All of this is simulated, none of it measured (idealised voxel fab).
Presented below is a process module, voxel ribs on slabs.
We display cut, a cross-section 195 nm in width whose square cells are each 5 nm.
This document writes a cross-section as a grid whose cells are square, and gives it as bands, listed from the top down; one or more rows of cells form a band.
Quick guide to a band line: top height, bottom height (nm) up front; then every material left to right with its width in nm. Only one material and it's marked "full width"? Then it fills the band edge to edge. And "blank" just means empty space.
Height reference: 0 = level under which incoming wafer is all one material. Lowest band: no bottom, runs on downward, e.g. "0..down".
Graded width ("30 to 40"): value in top row of band = first number; value in bottom row = second number; row-to-row change constant.
Basically "no modifications" means that step didn't change any cell in the cross-section.
In "Closed cavities" the enclosed voids are listed, meaning empty spaces of 8 cells or larger without any opening to the top. The form is width x height at distance, distance from the left edge, units nm.
Heads up: the bit after the settings on a step's line is the simulator's remark on that step.
overlay nm: mask offset rightward from planned place, masked step; negative means leftward offset.
These are the steps we planned for the process:
step 1: op RECEIVE | material Si
step 2: op DIRECTIONAL_DEP | material SiO2 | thk nm 20
step 3: op DIRECTIONAL_DEP | material SiN | thk nm 20
step 4: op PATTERN | tone cover | mask id RIB | material resist | width nm 30 | thk nm 20 | overlay nm 0
step 5: op DIRECTIONAL_ETCH | etch materials SiN | depth nm 10
step 6: op STRIP | etch materials resist
step 7: op PATTERN | tone cover | mask id SLAB | material resist | width nm 60 | thk nm 15 | overlay nm -15
step 8: op DIRECTIONAL_ETCH | etch materials SiN | depth nm 10
step 9: op STRIP | etch materials resist
step 10: op FILL_DEP | material SiO2 | thk nm 25
step 11: op CMP | height nm 55
step 12: op DIRECTIONAL_DEP | material W | thk nm 5
step 13: op PATTERN | tone cover | mask id HEATER | material resist | width nm 40 | thk nm 20 | overlay nm 0
step 14: op DIRECTIONAL_ETCH | etch materials W | depth nm 5
step 15: op STRIP | etch materials resist
step 16: op CONFORMAL_DEP | material SiN | thk nm 5
The plan's step 7 overlay nm is the first wafer's value; the wafers differ in this setting and start identical.
So this is the first of several wafers, cross-sectioned as it came to us, meaning it's at the end of step 1:
    0..down  Si full width
    Closed cavities: none
Module finished, last step 16 done: cross-section of the first of several wafers:
    65..60  70 of blank, then 50 of SiN, then 75 of blank
    60..55  75 of SiN, then 40 of W, then 80 of SiN
    55..40  SiO2 full width
    40..30  80 of SiO2, then 30 of SiN, then 85 of SiO2
    30..20  50 of SiO2, then 60 of SiN, then 85 of SiO2
    20..0  SiO2 full width
    0..down  Si full width
    Closed cavities: none
Last-wafer cross-section at the end of the module:
    65..60  70 of blank, then 50 of SiN, then 75 of blank
    60..55  75 of SiN, then 40 of W, then 80 of SiN
    55..40  SiO2 full width
    40..30  80 of SiO2, then 30 of SiN, then 85 of SiO2
    30..20  80 of SiO2, then 60 of SiN, then 55 of SiO2
    20..0  SiO2 full width
    0..down  Si full width
    Closed cavities: none
The table below has one row for each wafer; a row shows, as of the end of the module, how many cells of each material the wafer has gained, marked (+), or lost, marked (-), since it was received, and then the wafer's closed voids:
overlay nm -15 | +77 SiN | +393 SiO2 | +8 W | Closed cavities: none
overlay nm -10 | +77 SiN | +393 SiO2 | +8 W | Closed cavities: none
overlay nm -5 | +77 SiN | +393 SiO2 | +8 W | Closed cavities: none
overlay nm 0 | +77 SiN | +393 SiO2 | +8 W | Closed cavities: none
overlay nm 5 | +77 SiN | +393 SiO2 | +8 W | Closed cavities: none
overlay nm 10 | +77 SiN | +393 SiO2 | +8 W | Closed cavities: none
overlay nm 15 | +77 SiN | +393 SiO2 | +8 W | Closed cavities: none
